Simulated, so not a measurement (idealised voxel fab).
Proc. module: voxel tone inversion
Section cut is 190 nm wide and gridded with 5 nm square cells.
Reading order for cross-sections: top band down to bottom band. Underlying form: a grid of square cells. Band size: one or more rows of cells. Read a band's entry like this: the first values are the height of its top and the height of its bottom in nm, and what follows is the sequence of materials from left to right, each with its width in nm. Note that "blank" is empty space, and that a single material marked "throughout" reaches across the band from edge to edge. We count height from 0. Below that, the starting wafer is all one material. The lowest band never ends at the bottom but goes on down; see "0 -> down" for how that is written. The width entry "30 to 40" should be interpreted row by row: the top row of cells in the band takes the first number, the bottom row takes the second number, and the change between adjacent rows is uniform throughout. Where a step carries "no modification", the cross-section came out of it unchanged, cell for cell. Look at "Closed void list" for the closed voids: empty spaces with no open path to the top, sized 8 cells or up. Each is width x height at distance, distance from the left edge, all nm. Text after the settings on a step's line: the simulator's own remark on that step. If you see "overlay nm" on a step's line and that step has a mask, it's telling you how far right of where it was planned the mask ended up; a negative number means it went left instead.

The process steps that were planned are listed below
step 1: RECEIVE: material Si
step 2: CONFORMAL_DEP: material SiN, thk nm 5
step 3: DIRECTIONAL_DEP: material aC, thk nm 20
step 4: PATTERN: tone cover, mask id POSTS, material resist, width nm 25, pitch nm 50, thk nm 30, overlay nm 0
step 5: DIRECTIONAL_ETCH: etch materials aC, depth nm 20
step 6: STRIP: etch materials resist
step 7: FILL_DEP: material lowk, thk nm 10
step 8: CMP: height nm 25
step 9: STRIP: etch materials aC
step 10: CONFORMAL_DEP: material TiN, thk nm 5
step 11: FILL_DEP: material W, thk nm 10
step 12: CMP: height nm 25
step 13: CONFORMAL_DEP: material SiCN, thk nm 5

First of two wafers, with the run carried out as planned

As received, after step 1
- 0 -> down  Si throughout
- Closed void list: none

The following cross-section depicts the wafer upon completion of step 2
- 5 -> 0  SiN throughout
- Beneath the level 0, the cross-section is identical to its previous state.

The following cross-section depicts the wafer upon completion of step 3
- 25 -> 5  aC throughout
- Beneath the level 5, the cross-section is identical to its previous state.

The following cross-section depicts the wafer upon completion of step 4
- 55 -> 25  blank: 55 / resist: 25 / blank: 25 / resist: 25 / blank: 60
- Beneath the level 25, the cross-section is identical to its previous state.

The following cross-section depicts the wafer upon completion of step 5
- 35 -> 25  blank: 55 / resist: 25 / blank: 25 / resist: 25 / blank: 60
- 25 -> 5  blank: 55 / aC: 25 / blank: 25 / aC: 25 / blank: 60
- Beneath the level 5, the cross-section is identical to its previous state.

The following cross-section depicts the wafer upon completion of step 6
- 25 -> 5  blank: 55 / aC: 25 / blank: 25 / aC: 25 / blank: 60
- Beneath the level 5, the cross-section is identical to its previous state.

The following cross-section depicts the wafer upon completion of step 7
- 35 -> 25  lowk throughout
- 25 -> 5  lowk: 55 / aC: 25 / lowk: 25 / aC: 25 / lowk: 60
- Beneath the level 5, the cross-section is identical to its previous state.

The following cross-section depicts the wafer upon completion of step 8
- 25 -> 5  lowk: 55 / aC: 25 / lowk: 25 / aC: 25 / lowk: 60
- Beneath the level 5, the cross-section is identical to its previous state.

The following cross-section depicts the wafer upon completion of step 9
- 25 -> 5  lowk: 55 / blank: 25 / lowk: 25 / blank: 25 / lowk: 60
- Beneath the level 5, the cross-section is identical to its previous state.

The following cross-section depicts the wafer upon completion of step 10
- 30 -> 25  TiN: 60 / blank: 15 / TiN: 35 / blank: 15 / TiN: 65
- 25 -> 10  lowk: 55 / TiN: 5 / blank: 15 / TiN: 5 / lowk: 25 / TiN: 5 / blank: 15 / TiN: 5 / lowk: 60
- 10 -> 5  lowk: 55 / TiN: 25 / lowk: 25 / TiN: 25 / lowk: 60
- Beneath the level 5, the cross-section is identical to its previous state.

The following cross-section depicts the wafer upon completion of step 11
- 40 -> 30  W throughout
- 30 -> 25  TiN: 60 / W: 15 / TiN: 35 / W: 15 / TiN: 65
- 25 -> 10  lowk: 55 / TiN: 5 / W: 15 / TiN: 5 / lowk: 25 / TiN: 5 / W: 15 / TiN: 5 / lowk: 60
- Beneath the level 10, the cross-section is identical to its previous state.

The following cross-section depicts the wafer upon completion of step 12
- 25 -> 10  lowk: 55 / TiN: 5 / W: 15 / TiN: 5 / lowk: 25 / TiN: 5 / W: 15 / TiN: 5 / lowk: 60
- Beneath the level 10, the cross-section is identical to its previous state.

The following cross-section depicts the wafer upon completion of step 13
- 30 -> 25  SiCN throughout
- Beneath the level 25, the cross-section is identical to its previous state.

For the second wafer, take the first wafer's start and plan, then add one mistake made in running it; everything through step 11, that step included, is shared with the first

Second wafer shown in cross-section at the time step 12 was slated to end: no modification

Second wafer shown in cross-section at the time step 13 was slated to end
- 45 -> 40  SiCN throughout
- Beneath the level 40, the cross-section is identical to its previous state.
It is concluded that the wafer was processed incorrectly with respect to the plan, in that step 12 of the plan was excluded from execution and never run
Final cells, second wafer relative to first, materials higher or lower: TiN: 32 more; W: 82 more
